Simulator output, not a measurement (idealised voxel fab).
This is a process module. Its name is voxel ribs on slabs.
Displayed cross-section: cut, width of 265 nm, square cells sized 5 nm.
Cross-sections here: square-cell grids, written as top-down lists of bands, a band being one or more rows of cells.
The entry gives the band's vertical extent as a top height and a bottom height in nm, then its horizontal make-up as materials from left to right, each with a width in nm. "blank" stands for empty space; a single material marked "edge to edge" fills the band edge to edge.
Beneath 0, the wafer as received is one material, and that level is where height counting begins. The lowest band goes on downward without a bottom; it is written like "0 -> down".
Graded width ("30->40"): value in top row of band = first number; value in bottom row = second number; row-to-row change constant.
No cell of the cross-section changed in a step that is given as "no alteration".
Closed-off voids of 8+ cells (no open route to the top) go in "Sealed voids", written width x height at distance from the left edge, in nm.
Note: text after step settings on the step line = simulator remark on that step.
You can add "overlay nm" to a step's line. For a step with a mask, it describes how far the mask lay to the right of its planned position, and a negative number describes a lay to the left.
Guide to the pairs. Each holds a before and an after cross-section around one process step; the after cross-section is cut off at the lowest band that changed. Look under the pair for the step between them and its settings. Pairs can come from different runs of this module on the same starting wafer, so a pair follows on from the one above it only where its entry headed "Prior to processing" says it does.
Prior to processing:
  0 -> down  Si edge to edge
  Sealed voids: none
Cross-Section Thereafter:
  30 -> 0  SiO2 edge to edge
  For the remainder of the cross-section, below 0, there is no change.
  Sealed voids: none
Between before and after above, the operation and settings are DIRECTIONAL_DEP,material SiO2,thk nm 30
Prior to processing: this step begins from the cross-section that the pair just above shows after its step.
Cross-Section Thereafter:
  50 -> 30  polySi edge to edge
  For the remainder of the cross-section, below 30, there is no change.
  Sealed voids: none
Between before and after above, the operation and settings are DIRECTIONAL_DEP,material polySi,thk nm 20
Prior to processing: this step begins from the cross-section that the pair just above shows after its step.
Cross-Section Thereafter:
  65 -> 50  aC edge to edge
  For the remainder of the cross-section, below 50, there is no change.
  Sealed voids: none
Between before and after above, the operation and settings are DIRECTIONAL_DEP,material aC,thk nm 15
Prior to processing: this step begins from the cross-section that the pair just above shows after its step.
Cross-Section Thereafter:
  100 -> 65  blank=115 / resist=30 / blank=120
  For the remainder of the cross-section, below 65, there is no change.
  Sealed voids: none
Between before and after above, the operation and settings are PATTERN,tone cover,mask id RIB,material resist,width nm 30,thk nm 35,overlay nm 0
Prior to processing: this step begins from the cross-section that the pair just above shows after its step.
Cross-Section Thereafter:
  85 -> 65  blank=115 / resist=30 / blank=120
  65 -> 50  blank=115 / aC=30 / blank=120
  For the remainder of the cross-section, below 50, there is no change.
  Sealed voids: none
Between before and after above, the operation and settings are DIRECTIONAL_ETCH,etch materials aC,depth nm 15
Prior to processing: this step begins from the cross-section that the pair just above shows after its step.
Cross-Section Thereafter:
  65 -> 50  blank=115 / aC=30 / blank=120
  For the remainder of the cross-section, below 50, there is no change.
  Sealed voids: none
Between before and after above, the operation and settings are STRIP,etch materials resist
Prior to processing: this step begins from the cross-section that the pair just above shows after its step.
Cross-Section Thereafter:
  65 -> 50  blank=115 / aC=30 / blank=120
  50 -> 40  blank=115 / polySi=30 / blank=120
  For the remainder of the cross-section, below 40, there is no change.
  Sealed voids: none
Between before and after above, the operation and settings are DIRECTIONAL_ETCH,etch materials polySi,depth nm 10
Prior to processing: this step begins from the cross-section that the pair just above shows after its step.
Cross-Section Thereafter:
  50 -> 40  blank=115 / polySi=30 / blank=120
  For the remainder of the cross-section, below 40, there is no change.
  Sealed voids: none
Between before and after above, the operation and settings are STRIP,etch materials aC
Prior to processing: this step begins from the cross-section that the pair just above shows after its step.
Cross-Section Thereafter:
  60 -> 50  blank=115 / aC=30 / blank=120
  50 -> 40  aC=115 / polySi=30 / aC=120
  For the remainder of the cross-section, below 40, there is no change.
  Sealed voids: none
Between before and after above, the operation and settings are DIRECTIONAL_DEP,material aC,thk nm 10
Prior to processing: this step begins from the cross-section that the pair just above shows after its step.
Cross-Section Thereafter:
  85 -> 60  blank=90 / resist=80 / blank=95
  60 -> 50  blank=90 / resist=25 / aC=30 / resist=25 / blank=95
  For the remainder of the cross-section, below 50, there is no change.
  Sealed voids: none
Between before and after above, the operation and settings are PATTERN,tone cover,mask id SLAB,material resist,width nm 80,thk nm 25,overlay nm 0
Prior to processing: this step begins from the cross-section that the pair just above shows after its step.
Cross-Section Thereafter:
  75 -> 60  blank=90 / resist=80 / blank=95
  60 -> 50  blank=90 / resist=25 / aC=30 / resist=25 / blank=95
  50 -> 40  blank=90 / aC=25 / polySi=30 / aC=25 / blank=95
  For the remainder of the cross-section, below 40, there is no change.
  Sealed voids: none
Between before and after above, the operation and settings are DIRECTIONAL_ETCH,etch materials aC,depth nm 10
Prior to processing: this step begins from the cross-section that the pair just above shows after its step.
Cross-Section Thereafter:
  60 -> 50  blank=115 / aC=30 / blank=120
  For the remainder of the cross-section, below 50, there is no change.
  Sealed voids: none
Between before and after above, the operation and settings are STRIP,etch materials resist
Prior to processing: this step begins from the cross-section that the pair just above shows after its step.
Cross-Section Thereafter:
  60 -> 50  blank=115 / aC=30 / blank=120
  50 -> 40  blank=90 / aC=25 / polySi=30 / aC=25 / blank=95
  40 -> 30  blank=90 / polySi=80 / blank=95
  For the remainder of the cross-section, below 30, there is no change.
  Sealed voids: none
Between before and after above, the operation and settings are DIRECTIONAL_ETCH,etch materials polySi,depth nm 10
Prior to processing: this step begins from the cross-section that the pair just above shows after its step.
Cross-Section Thereafter:
  50 -> 40  blank=115 / polySi=30 / blank=120
  For the remainder of the cross-section, below 40, there is no change.
  Sealed voids: none
Between before and after above, the operation and settings are STRIP,etch materials aC
Prior to processing: this step begins from the cross-section that the pair just above shows after its step.
Cross-Section Thereafter:
  75 -> 50  SiO2 edge to edge
  50 -> 40  SiO2=115 / polySi=30 / SiO2=120
  40 -> 30  SiO2=90 / polySi=80 / SiO2=95
  For the remainder of the cross-section, below 30, there is no change.
  Sealed voids: none
Between before and after above, the operation and settings are FILL_DEP,material SiO2,thk nm 25
Prior to processing: this step begins from the cross-section that the pair just above shows after its step.
Cross-Section Thereafter:
  70 -> 50  SiO2 edge to edge
  For the remainder of the cross-section, below 50, there is no change.
  Sealed voids: none
Between before and after above, the operation and settings are CMP,height nm 70
Prior to processing: this step begins from the cross-section that the pair just above shows after its step.
Cross-Section Thereafter:
  80 -> 70  W edge to edge
  For the remainder of the cross-section, below 70, there is no change.
  Sealed voids: none
Between before and after above, the operation and settings are DIRECTIONAL_DEP,material W,thk nm 10
Prior to processing: this step begins from the cross-section that the pair just above shows after its step.
Cross-Section Thereafter:
  80 -> 70  blank=110 / W=40 / blank=115
  For the remainder of the cross-section, below 70, there is no change.
  Sealed voids: none
Between before and after above, the operation and settings are MASKED_ETCH,tone cover,mask id HEATER,width nm 40,etch materials W,depth nm 10,overlay nm 0
Prior to processing: this step begins from the cross-section that the pair just above shows after its step.
Cross-Section Thereafter:
  90 -> 80  blank=100 / SiO2=60 / blank=105
  80 -> 70  SiO2=110 / W=40 / SiO2=115
  For the remainder of the cross-section, below 70, there is no change.
  Sealed voids: none
Between before and after above, the operation and settings are CONFORMAL_DEP,material SiO2,thk nm 10
Prior to processing:
  30 -> 0  SiO2 edge to edge
  0 -> down  Si edge to edge
  Sealed voids: none
Cross-Section Thereafter:
  60 -> 0  SiO2 edge to edge
  For the remainder of the cross-section, below 0, there is no change.
  Sealed voids: none
Between before and after above, the operation and settings are DIRECTIONAL_DEP,material SiO2,thk nm 30
Prior to processing: this step begins from the cross-section that the pair just above shows after its step.
Cross-Section Thereafter:
  80 -> 60  polySi edge to edge
  For the remainder of the cross-section, below 60, there is no change.
  Sealed voids: none
Between before and after above, the operation and settings are DIRECTIONAL_DEP,material polySi,thk nm 20
Prior to processing: this step begins from the cross-section that the pair just above shows after its step.
Cross-Section Thereafter:
  95 -> 80  aC edge to edge
  For the remainder of the cross-section, below 80, there is no change.
  Sealed voids: none
Between before and after above, the operation and settings are DIRECTIONAL_DEP,material aC,thk nm 15
Prior to processing: this step begins from the cross-section that the pair just above shows after its step.
Cross-Section Thereafter:
  130 -> 95  blank=115 / resist=30 / blank=120
  For the remainder of the cross-section, below 95, there is no change.
  Sealed voids: none
Between before and after above, the operation and settings are PATTERN,tone cover,mask id RIB,material resist,width nm 30,thk nm 35,overlay nm 0
Prior to processing: this step begins from the cross-section that the pair just above shows after its step.
Cross-Section Thereafter:
  115 -> 95  blank=115 / resist=30 / blank=120
  95 -> 80  blank=115 / aC=30 / blank=120
  For the remainder of the cross-section, below 80, there is no change.
  Sealed voids: none
Between before and after above, the operation and settings are DIRECTIONAL_ETCH,etch materials aC,depth nm 15
Prior to processing: this step begins from the cross-section that the pair just above shows after its step.
Cross-Section Thereafter:
  95 -> 80  blank=115 / aC=30 / blank=120
  For the remainder of the cross-section, below 80, there is no change.
  Sealed voids: none
Between before and after above, the operation and settings are STRIP,etch materials resist
Prior to processing: this step begins from the cross-section that the pair just above shows after its step.
Cross-Section Thereafter:
  95 -> 80  blank=115 / aC=30 / blank=120
  80 -> 70  blank=115 / polySi=30 / blank=120
  For the remainder of the cross-section, below 70, there is no change.
  Sealed voids: none
Between before and after above, the operation and settings are DIRECTIONAL_ETCH,etch materials polySi,depth nm 10
Prior to processing: this step begins from the cross-section that the pair just above shows after its step.
Cross-Section Thereafter:
  80 -> 70  blank=115 / polySi=30 / blank=120
  For the remainder of the cross-section, below 70, there is no change.
  Sealed voids: none
Between before and after above, the operation and settings are STRIP,etch materials aC
Prior to processing: this step begins from the cross-section that the pair just above shows after its step.
Cross-Section Thereafter:
  90 -> 80  blank=115 / aC=30 / blank=120
  80 -> 70  aC=115 / polySi=30 / aC=120
  For the remainder of the cross-section, below 70, there is no change.
  Sealed voids: none
Between before and after above, the operation and settings are DIRECTIONAL_DEP,material aC,thk nm 10
Prior to processing: this step begins from the cross-section that the pair just above shows after its step.
Cross-Section Thereafter:
  115 -> 90  blank=90 / resist=80 / blank=95
  90 -> 80  blank=90 / resist=25 / aC=30 / resist=25 / blank=95
  For the remainder of the cross-section, below 80, there is no change.
  Sealed voids: none
Between before and after above, the operation and settings are PATTERN,tone cover,mask id SLAB,material resist,width nm 80,thk nm 25,overlay nm 0
Prior to processing: this step begins from the cross-section that the pair just above shows after its step.
Cross-Section Thereafter:
  105 -> 90  blank=90 / resist=80 / blank=95
  90 -> 80  blank=90 / resist=25 / aC=30 / resist=25 / blank=95
  80 -> 70  blank=90 / aC=25 / polySi=30 / aC=25 / blank=95
  For the remainder of the cross-section, below 70, there is no change.
  Sealed voids: none
Between before and after above, the operation and settings are DIRECTIONAL_ETCH,etch materials aC,depth nm 10
Prior to processing: this step begins from the cross-section that the pair just above shows after its step.
Cross-Section Thereafter:
  90 -> 80  blank=115 / aC=30 / blank=120
  For the remainder of the cross-section, below 80, there is no change.
  Sealed voids: none
Between before and after above, the operation and settings are STRIP,etch materials resist
Prior to processing: this step begins from the cross-section that the pair just above shows after its step.
Cross-Section Thereafter:
  90 -> 80  blank=115 / aC=30 / blank=120
  80 -> 70  blank=90 / aC=25 / polySi=30 / aC=25 / blank=95
  70 -> 60  blank=90 / polySi=80 / blank=95
  For the remainder of the cross-section, below 60, there is no change.
  Sealed voids: none
Between before and after above, the operation and settings are DIRECTIONAL_ETCH,etch materials polySi,depth nm 10
Prior to processing: this step begins from the cross-section that the pair just above shows after its step.
Cross-Section Thereafter:
  80 -> 70  blank=115 / polySi=30 / blank=120
  For the remainder of the cross-section, below 70, there is no change.
  Sealed voids: none
Between before and after above, the operation and settings are STRIP,etch materials aC
Prior to processing: this step begins from the cross-section that the pair just above shows after its step.
Cross-Section Thereafter:
  105 -> 80  SiO2 edge to edge
  80 -> 70  SiO2=115 / polySi=30 / SiO2=120
  70 -> 60  SiO2=90 / polySi=80 / SiO2=95
  For the remainder of the cross-section, below 60, there is no change.
  Sealed voids: none
Between before and after above, the operation and settings are FILL_DEP,material SiO2,thk nm 25
Prior to processing: this step begins from the cross-section that the pair just above shows after its step.
Cross-Section Thereafter:
  70 -> 60  SiO2=90 / polySi=80 / SiO2=95
  For the remainder of the cross-section, below 60, there is no change.
  Sealed voids: none
Between before and after above, the operation and settings are CMP,height nm 70
Prior to processing: this step begins from the cross-section that the pair just above shows after its step.
Cross-Section Thereafter:
  80 -> 70  W edge to edge
  For the remainder of the cross-section, below 70, there is no change.
  Sealed voids: none
Between before and after above, the operation and settings are DIRECTIONAL_DEP,material W,thk nm 10
Prior to processing: this step begins from the cross-section that the pair just above shows after its step.
Cross-Section Thereafter:
  80 -> 70  blank=110 / W=40 / blank=115
  For the remainder of the cross-section, below 70, there is no change.
  Sealed voids: none
Between before and after above, the operation and settings are MASKED_ETCH,tone cover,mask id HEATER,width nm 40,etch materials W,depth nm 10,overlay nm 0
Prior to processing: this step begins from the cross-section that the pair just above shows after its step.
Cross-Section Thereafter:
  90 -> 80  blank=100 / SiO2=60 / blank=105
  80 -> 70  SiO2=110 / W=40 / SiO2=115
  For the remainder of the cross-section, below 70, there is no change.
  Sealed voids: none
Between before and after above, the operation and settings are CONFORMAL_DEP,material SiO2,thk nm 10
Prior to processing:
  0 -> down  Si edge to edge
  Sealed voids: none
Cross-Section Thereafter:
  20 -> 0  polySi edge to edge
  For the remainder of the cross-section, below 0, there is no change.
  Sealed voids: none
Between before and after above, the operation and settings are DIRECTIONAL_DEP,material polySi,thk nm 20
Prior to processing: this step begins from the cross-section that the pair just above shows after its step.
Cross-Section Thereafter:
  50 -> 20  SiO2 edge to edge
  For the remainder of the cross-section, below 20, there is no change.
  Sealed voids: none
Between before and after above, the operation and settings are DIRECTIONAL_DEP,material SiO2,thk nm 30
Prior to processing: this step begins from the cross-section that the pair just above shows after its step.
Cross-Section Thereafter:
  65 -> 50  aC edge to edge
  For the remainder of the cross-section, below 50, there is no change.
  Sealed voids: none
Between before and after above, the operation and settings are DIRECTIONAL_DEP,material aC,thk nm 15
Prior to processing: this step begins from the cross-section that the pair just above shows after its step.
Cross-Section Thereafter:
  100 -> 65  blank=115 / resist=30 / blank=120
  For the remainder of the cross-section, below 65, there is no change.
  Sealed voids: none
Between before and after above, the operation and settings are PATTERN,tone cover,mask id RIB,material resist,width nm 30,thk nm 35,overlay nm 0
Prior to processing: this step begins from the cross-section that the pair just above shows after its step.
Cross-Section Thereafter:
  85 -> 65  blank=115 / resist=30 / blank=120
  65 -> 50  blank=115 / aC=30 / blank=120
  For the remainder of the cross-section, below 50, there is no change.
  Sealed voids: none
Between before and after above, the operation and settings are DIRECTIONAL_ETCH,etch materials aC,depth nm 15
Prior to processing: this step begins from the cross-section that the pair just above shows after its step.
Cross-Section Thereafter:
  65 -> 50  blank=115 / aC=30 / blank=120
  For the remainder of the cross-section, below 50, there is no change.
  Sealed voids: none
Between before and after above, the operation and settings are STRIP,etch materials resist
Prior to processing: this step begins from the cross-section that the pair just above shows after its step.
Cross-Section Thereafter:
  50 -> 20  SiO2 edge to edge
  For the remainder of the cross-section, below 20, there is no change.
  Sealed voids: none
Between before and after above, the operation and settings are STRIP,etch materials aC
Prior to processing: this step begins from the cross-section that the pair just above shows after its step.
Cross-Section Thereafter:
  60 -> 50  aC edge to edge
  For the remainder of the cross-section, below 50, there is no change.
  Sealed voids: none
Between before and after above, the operation and settings are DIRECTIONAL_DEP,material aC,thk nm 10
Prior to processing: this step begins from the cross-section that the pair just above shows after its step.
Cross-Section Thereafter:
  85 -> 60  blank=90 / resist=80 / blank=95
  For the remainder of the cross-section, below 60, there is no change.
  Sealed voids: none
Between before and after above, the operation and settings are PATTERN,tone cover,mask id SLAB,material resist,width nm 80,thk nm 25,overlay nm 0
Prior to processing: this step begins from the cross-section that the pair just above shows after its step.
Cross-Section Thereafter:
  75 -> 60  blank=90 / resist=80 / blank=95
  60 -> 50  blank=90 / aC=80 / blank=95
  For the remainder of the cross-section, below 50, there is no change.
  Sealed voids: none
Between before and after above, the operation and settings are DIRECTIONAL_ETCH,etch materials aC,depth nm 10
Prior to processing: this step begins from the cross-section that the pair just above shows after its step.
Cross-Section Thereafter:
  60 -> 50  blank=90 / aC=80 / blank=95
  For the remainder of the cross-section, below 50, there is no change.
  Sealed voids: none
Between before and after above, the operation and settings are STRIP,etch materials resist
Prior to processing: this step begins from the cross-section that the pair just above shows after its step.
Cross-Section Thereafter:
  50 -> 20  SiO2 edge to edge
  For the remainder of the cross-section, below 20, there is no change.
  Sealed voids: none
Between before and after above, the operation and settings are STRIP,etch materials aC
Prior to processing: this step begins from the cross-section that the pair just above shows after its step.
Cross-Section Thereafter:
  75 -> 20  SiO2 edge to edge
  For the remainder of the cross-section, below 20, there is no change.
  Sealed voids: none
Between before and after above, the operation and settings are FILL_DEP,material SiO2,thk nm 25
Prior to processing: this step begins from the cross-section that the pair just above shows after its step.
Cross-Section Thereafter:
  70 -> 20  SiO2 edge to edge
  For the remainder of the cross-section, below 20, there is no change.
  Sealed voids: none
Between before and after above, the operation and settings are CMP,height nm 70
Prior to processing: this step begins from the cross-section that the pair just above shows after its step.
Cross-Section Thereafter:
  80 -> 70  W edge to edge
  For the remainder of the cross-section, below 70, there is no change.
  Sealed voids: none
Between before and after above, the operation and settings are DIRECTIONAL_DEP,material W,thk nm 10
Prior to processing: this step begins from the cross-section that the pair just above shows after its step.
Cross-Section Thereafter:
  80 -> 70  blank=110 / W=40 / blank=115
  For the remainder of the cross-section, below 70, there is no change.
  Sealed voids: none
Between before and after above, the operation and settings are MASKED_ETCH,tone cover,mask id HEATER,width nm 40,etch materials W,depth nm 10,overlay nm 0
Prior to processing: this step begins from the cross-section that the pair just above shows after its step.
Cross-Section Thereafter:
  90 -> 80  blank=100 / SiO2=60 / blank=105
  80 -> 70  SiO2=110 / W=40 / SiO2=115
  For the remainder of the cross-section, below 70, there is no change.
  Sealed voids: none
Between before and after above, the operation and settings are CONFORMAL_DEP,material SiO2,thk nm 10
Prior to processing:
  70 -> 50  SiO2 edge to edge
  50 -> 40  SiO2=115 / polySi=30 / SiO2=120
  40 -> 30  SiO2=90 / polySi=80 / SiO2=95
  30 -> 0  SiO2 edge to edge
  0 -> down  Si edge to edge
  Sealed voids: none
Cross-Section Thereafter:
  75 -> 70  W edge to edge
  For the remainder of the cross-section, below 70, there is no change.
  Sealed voids: none
Between before and after above, the operation and settings are DIRECTIONAL_DEP,material W,thk nm 5
Prior to processing: this step begins from the cross-section that the pair just above shows after its step.
Cross-Section Thereafter:
  75 -> 70  blank=110 / W=40 / blank=115
  For the remainder of the cross-section, below 70, there is no change.
  Sealed voids: none
Between before and after above, the operation and settings are MASKED_ETCH,tone cover,mask id HEATER,width nm 40,etch materials W,depth nm 10,overlay nm 0
Prior to processing: this step begins from the cross-section that the pair just above shows after its step.
Cross-Section Thereafter:
  85 -> 80  blank=100 / SiO2=60 / blank=105
  80 -> 75  SiO2 edge to edge
  75 -> 70  SiO2=110 / W=40 / SiO2=115
  For the remainder of the cross-section, below 70, there is no change.
  Sealed voids: none
Between before and after above, the operation and settings are CONFORMAL_DEP,material SiO2,thk nm 10
Prior to processing:
  65 -> 50  aC edge to edge
  50 -> 30  polySi edge to edge
  30 -> 0  SiO2 edge to edge
  0 -> down  Si edge to edge
  Sealed voids: none
Cross-Section Thereafter:
  100 -> 65  blank=115 / resist=35 / blank=115
  For the remainder of the cross-section, below 65, there is no change.
  Sealed voids: none
Between before and after above, the operation and settings are PATTERN,tone cover,mask id RIB,material resist,width nm 35,thk nm 35,overlay nm 0
Prior to processing: this step begins from the cross-section that the pair just above shows after its step.
Cross-Section Thereafter:
  85 -> 65  blank=115 / resist=35 / blank=115
  65 -> 50  blank=115 / aC=35 / blank=115
  For the remainder of the cross-section, below 50, there is no change.
  Sealed voids: none
Between before and after above, the operation and settings are DIRECTIONAL_ETCH,etch materials aC,depth nm 15
Prior to processing: this step begins from the cross-section that the pair just above shows after its step.
Cross-Section Thereafter:
  65 -> 50  blank=115 / aC=35 / blank=115
  For the remainder of the cross-section, below 50, there is no change.
  Sealed voids: none
Between before and after above, the operation and settings are STRIP,etch materials resist
Prior to processing: this step begins from the cross-section that the pair just above shows after its step.
Cross-Section Thereafter:
  65 -> 50  blank=115 / aC=35 / blank=115
  50 -> 40  blank=115 / polySi=35 / blank=115
  For the remainder of the cross-section, below 40, there is no change.
  Sealed voids: none
Between before and after above, the operation and settings are DIRECTIONAL_ETCH,etch materials polySi,depth nm 10
Prior to processing: this step begins from the cross-section that the pair just above shows after its step.
Cross-Section Thereafter:
  50 -> 40  blank=115 / polySi=35 / blank=115
  For the remainder of the cross-section, below 40, there is no change.
  Sealed voids: none
Between before and after above, the operation and settings are STRIP,etch materials aC
Prior to processing: this step begins from the cross-section that the pair just above shows after its step.
Cross-Section Thereafter:
  60 -> 50  blank=115 / aC=35 / blank=115
  50 -> 40  aC=115 / polySi=35 / aC=115
  For the remainder of the cross-section, below 40, there is no change.
  Sealed voids: none
Between before and after above, the operation and settings are DIRECTIONAL_DEP,material aC,thk nm 10
Prior to processing: this step begins from the cross-section that the pair just above shows after its step.
Cross-Section Thereafter:
  85 -> 60  blank=90 / resist=80 / blank=95
  60 -> 50  blank=90 / resist=25 / aC=35 / resist=20 / blank=95
  For the remainder of the cross-section, below 50, there is no change.
  Sealed voids: none
Between before and after above, the operation and settings are PATTERN,tone cover,mask id SLAB,material resist,width nm 80,thk nm 25,overlay nm 0
Prior to processing: this step begins from the cross-section that the pair just above shows after its step.
Cross-Section Thereafter:
  75 -> 60  blank=90 / resist=80 / blank=95
  60 -> 50  blank=90 / resist=25 / aC=35 / resist=20 / blank=95
  50 -> 40  blank=90 / aC=25 / polySi=35 / aC=20 / blank=95
  For the remainder of the cross-section, below 40, there is no change.
  Sealed voids: none
Between before and after above, the operation and settings are DIRECTIONAL_ETCH,etch materials aC,depth nm 10
Prior to processing: this step begins from the cross-section that the pair just above shows after its step.
Cross-Section Thereafter:
  60 -> 50  blank=115 / aC=35 / blank=115
  For the remainder of the cross-section, below 50, there is no change.
  Sealed voids: none
Between before and after above, the operation and settings are STRIP,etch materials resist
Prior to processing: this step begins from the cross-section that the pair just above shows after its step.
Cross-Section Thereafter:
  60 -> 50  blank=115 / aC=35 / blank=115
  50 -> 40  blank=90 / aC=25 / polySi=35 / aC=20 / blank=95
  40 -> 30  blank=90 / polySi=80 / blank=95
  For the remainder of the cross-section, below 30, there is no change.
  Sealed voids: none
Between before and after above, the operation and settings are DIRECTIONAL_ETCH,etch materials polySi,depth nm 10
Prior to processing: this step begins from the cross-section that the pair just above shows after its step.
Cross-Section Thereafter:
  50 -> 40  blank=115 / polySi=35 / blank=115
  For the remainder of the cross-section, below 40, there is no change.
  Sealed voids: none
Between before and after above, the operation and settings are STRIP,etch materials aC
Prior to processing: this step begins from the cross-section that the pair just above shows after its step.
Cross-Section Thereafter:
  75 -> 50  SiO2 edge to edge
  50 -> 40  SiO2=115 / polySi=35 / SiO2=115
  40 -> 30  SiO2=90 / polySi=80 / SiO2=95
  For the remainder of the cross-section, below 30, there is no change.
  Sealed voids: none
Between before and after above, the operation and settings are FILL_DEP,material SiO2,thk nm 25
Prior to processing: this step begins from the cross-section that the pair just above shows after its step.
Cross-Section Thereafter:
  70 -> 50  SiO2 edge to edge
  For the remainder of the cross-section, below 50, there is no change.
  Sealed voids: none
Between before and after above, the operation and settings are CMP,height nm 70
Prior to processing: this step begins from the cross-section that the pair just above shows after its step.
Cross-Section Thereafter:
  80 -> 70  W edge to edge
  For the remainder of the cross-section, below 70, there is no change.
  Sealed voids: none
Between before and after above, the operation and settings are DIRECTIONAL_DEP,material W,thk nm 10
Prior to processing: this step begins from the cross-section that the pair just above shows after its step.
Cross-Section Thereafter:
  80 -> 70  blank=110 / W=40 / blank=115
  For the remainder of the cross-section, below 70, there is no change.
  Sealed voids: none
Between before and after above, the operation and settings are MASKED_ETCH,tone cover,mask id HEATER,width nm 40,etch materials W,depth nm 10,overlay nm 0
Prior to processing: this step begins from the cross-section that the pair just above shows after its step.
Cross-Section Thereafter:
  90 -> 80  blank=100 / SiO2=60 / blank=105
  80 -> 70  SiO2=110 / W=40 / SiO2=115
  For the remainder of the cross-section, below 70, there is no change.
  Sealed voids: none
Between before and after above, the operation and settings are CONFORMAL_DEP,material SiO2,thk nm 10
Prior to processing:
  65 -> 50  aC edge to edge
  50 -> 30  polySi edge to edge
  30 -> 0  SiO2 edge to edge
  0 -> down  Si edge to edge
  Sealed voids: none
Cross-Section Thereafter:
  100 -> 65  blank=110 / resist=30 / blank=125
  For the remainder of the cross-section, below 65, there is no change.
  Sealed voids: none
Between before and after above, the operation and settings are PATTERN,tone cover,mask id RIB,material resist,width nm 30,thk nm 35,overlay nm -5
Prior to processing: this step begins from the cross-section that the pair just above shows after its step.
Cross-Section Thereafter:
  85 -> 65  blank=110 / resist=30 / blank=125
  65 -> 50  blank=110 / aC=30 / blank=125
  For the remainder of the cross-section, below 50, there is no change.
  Sealed voids: none
Between before and after above, the operation and settings are DIRECTIONAL_ETCH,etch materials aC,depth nm 15
Prior to processing: this step begins from the cross-section that the pair just above shows after its step.
Cross-Section Thereafter:
  65 -> 50  blank=110 / aC=30 / blank=125
  For the remainder of the cross-section, below 50, there is no change.
  Sealed voids: none
Between before and after above, the operation and settings are STRIP,etch materials resist
Prior to processing: this step begins from the cross-section that the pair just above shows after its step.
Cross-Section Thereafter:
  65 -> 50  blank=110 / aC=30 / blank=125
  50 -> 40  blank=110 / polySi=30 / blank=125
  For the remainder of the cross-section, below 40, there is no change.
  Sealed voids: none
Between before and after above, the operation and settings are DIRECTIONAL_ETCH,etch materials polySi,depth nm 10
Prior to processing: this step begins from the cross-section that the pair just above shows after its step.
Cross-Section Thereafter:
  50 -> 40  blank=110 / polySi=30 / blank=125
  For the remainder of the cross-section, below 40, there is no change.
  Sealed voids: none
Between before and after above, the operation and settings are STRIP,etch materials aC
Prior to processing: this step begins from the cross-section that the pair just above shows after its step.
Cross-Section Thereafter:
  60 -> 50  blank=110 / aC=30 / blank=125
  50 -> 40  aC=110 / polySi=30 / aC=125
  For the remainder of the cross-section, below 40, there is no change.
  Sealed voids: none
Between before and after above, the operation and settings are DIRECTIONAL_DEP,material aC,thk nm 10
Prior to processing: this step begins from the cross-section that the pair just above shows after its step.
Cross-Section Thereafter:
  85 -> 60  blank=90 / resist=80 / blank=95
  60 -> 50  blank=90 / resist=20 / aC=30 / resist=30 / blank=95
  For the remainder of the cross-section, below 50, there is no change.
  Sealed voids: none
Between before and after above, the operation and settings are PATTERN,tone cover,mask id SLAB,material resist,width nm 80,thk nm 25,overlay nm 0
Prior to processing: this step begins from the cross-section that the pair just above shows after its step.
Cross-Section Thereafter:
  75 -> 60  blank=90 / resist=80 / blank=95
  60 -> 50  blank=90 / resist=20 / aC=30 / resist=30 / blank=95
  50 -> 40  blank=90 / aC=20 / polySi=30 / aC=30 / blank=95
  For the remainder of the cross-section, below 40, there is no change.
  Sealed voids: none
Between before and after above, the operation and settings are DIRECTIONAL_ETCH,etch materials aC,depth nm 10
Prior to processing: this step begins from the cross-section that the pair just above shows after its step.
Cross-Section Thereafter:
  60 -> 50  blank=110 / aC=30 / blank=125
  For the remainder of the cross-section, below 50, there is no change.
  Sealed voids: none
Between before and after above, the operation and settings are STRIP,etch materials resist
Prior to processing: this step begins from the cross-section that the pair just above shows after its step.
Cross-Section Thereafter:
  60 -> 50  blank=110 / aC=30 / blank=125
  50 -> 40  blank=90 / aC=20 / polySi=30 / aC=30 / blank=95
  40 -> 30  blank=90 / polySi=80 / blank=95
  For the remainder of the cross-section, below 30, there is no change.
  Sealed voids: none
Between before and after above, the operation and settings are DIRECTIONAL_ETCH,etch materials polySi,depth nm 10
Prior to processing: this step begins from the cross-section that the pair just above shows after its step.
Cross-Section Thereafter:
  50 -> 40  blank=110 / polySi=30 / blank=125
  For the remainder of the cross-section, below 40, there is no change.
  Sealed voids: none
Between before and after above, the operation and settings are STRIP,etch materials aC
Prior to processing: this step begins from the cross-section that the pair just above shows after its step.
Cross-Section Thereafter:
  75 -> 50  SiO2 edge to edge
  50 -> 40  SiO2=110 / polySi=30 / SiO2=125
  40 -> 30  SiO2=90 / polySi=80 / SiO2=95
  For the remainder of the cross-section, below 30, there is no change.
  Sealed voids: none
Between before and after above, the operation and settings are FILL_DEP,material SiO2,thk nm 25
Prior to processing: this step begins from the cross-section that the pair just above shows after its step.
Cross-Section Thereafter:
  70 -> 50  SiO2 edge to edge
  For the remainder of the cross-section, below 50, there is no change.
  Sealed voids: none
Between before and after above, the operation and settings are CMP,height nm 70
Prior to processing: this step begins from the cross-section that the pair just above shows after its step.
Cross-Section Thereafter:
  80 -> 70  W edge to edge
  For the remainder of the cross-section, below 70, there is no change.
  Sealed voids: none
Between before and after above, the operation and settings are DIRECTIONAL_DEP,material W,thk nm 10
Prior to processing: this step begins from the cross-section that the pair just above shows after its step.
Cross-Section Thereafter:
  80 -> 70  blank=110 / W=40 / blank=115
  For the remainder of the cross-section, below 70, there is no change.
  Sealed voids: none
Between before and after above, the operation and settings are MASKED_ETCH,tone cover,mask id HEATER,width nm 40,etch materials W,depth nm 10,overlay nm 0
Prior to processing: this step begins from the cross-section that the pair just above shows after its step.
Cross-Section Thereafter:
  90 -> 80  blank=100 / SiO2=60 / blank=105
  80 -> 70  SiO2=110 / W=40 / SiO2=115
  For the remainder of the cross-section, below 70, there is no change.
  Sealed voids: none
Between before and after above, the operation and settings are CONFORMAL_DEP,material SiO2,thk nm 10
Prior to processing:
  50 -> 40  blank=115 / polySi=30 / blank=120
  40 -> 30  blank=90 / polySi=80 / blank=95
  30 -> 0  SiO2 edge to edge
  0 -> down  Si edge to edge
  Sealed voids: none
Cross-Section Thereafter:
  75 -> 50  W edge to edge
  50 -> 40  W=115 / polySi=30 / W=120
  40 -> 30  W=90 / polySi=80 / W=95
  For the remainder of the cross-section, below 30, there is no change.
  Sealed voids: none
Between before and after above, the operation and settings are FILL_DEP,material W,thk nm 25
Prior to processing: this step begins from the cross-section that the pair just above shows after its step.
Cross-Section Thereafter:
  70 -> 50  W edge to edge
  For the remainder of the cross-section, below 50, there is no change.
  Sealed voids: none
Between before and after above, the operation and settings are CMP,height nm 70
Prior to processing: this step begins from the cross-section that the pair just above shows after its step.
Cross-Section Thereafter:
  80 -> 50  W edge to edge
  For the remainder of the cross-section, below 50, there is no change.
  Sealed voids: none
Between before and after above, the operation and settings are DIRECTIONAL_DEP,material W,thk nm 10
